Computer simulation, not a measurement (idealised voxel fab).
process module | voxel released beams
Cross-section cut spans 260 nm and uses square cells 5 nm in size.
This document writes a cross-section as a grid whose cells are square, and gives it as bands, listed from the top down; one or more rows of cells form a band. Band: top and bottom heights (nm) first, top before bottom; then materials from left to right, widths in nm. "full width" marks a sole material filling the band edge to edge. "blank" denotes empty space. It should be noted that heights are counted from 0, beneath which the wafer as supplied is of one material throughout, and that the lowest band possesses no lower boundary but continues downward, as written in "0 and below". Width spec "30 to 40" -> top row of cells at first value, bottom row at second value, equal per-row change in between. For the purposes of this document, the phrase "nothing altered" attached to a step denotes that no cell within the cross-section was modified by that step. "Sealed internal voids" specifies each empty space that is not open to the top and that occupies no fewer than 8 cells, using the form width x height at distance, the distance measured from the left edge and all three quantities in nm. Whatever follows a step's settings on its line is a remark the simulator itself makes about that step. A step line may carry the setting "overlay nm", which, for steps involving a mask, states the distance by which the mask lay to the right of its intended position; negative values denote displacement to the left.

Steps in the process plan:
1 RECEIVE,material Si
2 CONFORMAL_DEP,material SiN,thk nm 10
3 DIRECTIONAL_DEP,material SiO2,thk nm 10
4 MASKED_ETCH,tone open,mask id ANCHOR,width nm 40,etch materials SiO2,depth nm 10,overlay nm 0
5 CONFORMAL_DEP,material TiN,thk nm 15
6 DIRECTIONAL_DEP,material aC,thk nm 15
7 PATTERN,tone cover,mask id BEAM,material resist,width nm 110,thk nm 30,overlay nm 0
8 DIRECTIONAL_ETCH,etch materials aC,depth nm 15
9 STRIP,etch materials resist
10 DIRECTIONAL_ETCH,etch materials TiN,depth nm 15
11 STRIP,etch materials aC
12 STRIP,etch materials SiO2

Here's what the wafer looked like in cross-section when it arrived - that's after step 1:
  0 and below: Si full width
  Sealed internal voids: none

Cross-sectional result after module completion. Note: starting condition and plan are unchanged from above; one processing mistake was made:
  35 down to 25: 70 blank, then 20 TiN, then 10 blank, then 80 TiN, then 80 blank
  25 down to 20: TiN full width
  20 down to 10: 75 SiO2, then 40 TiN, then 145 SiO2
  10 down to 0: SiN full width
  0 and below: Si full width
  Sealed internal voids: none
Nonconformance to the process plan: step 10: run off-plan, actual operation and settings DIRECTIONAL_ETCH,etch materials TiN,depth nm 10
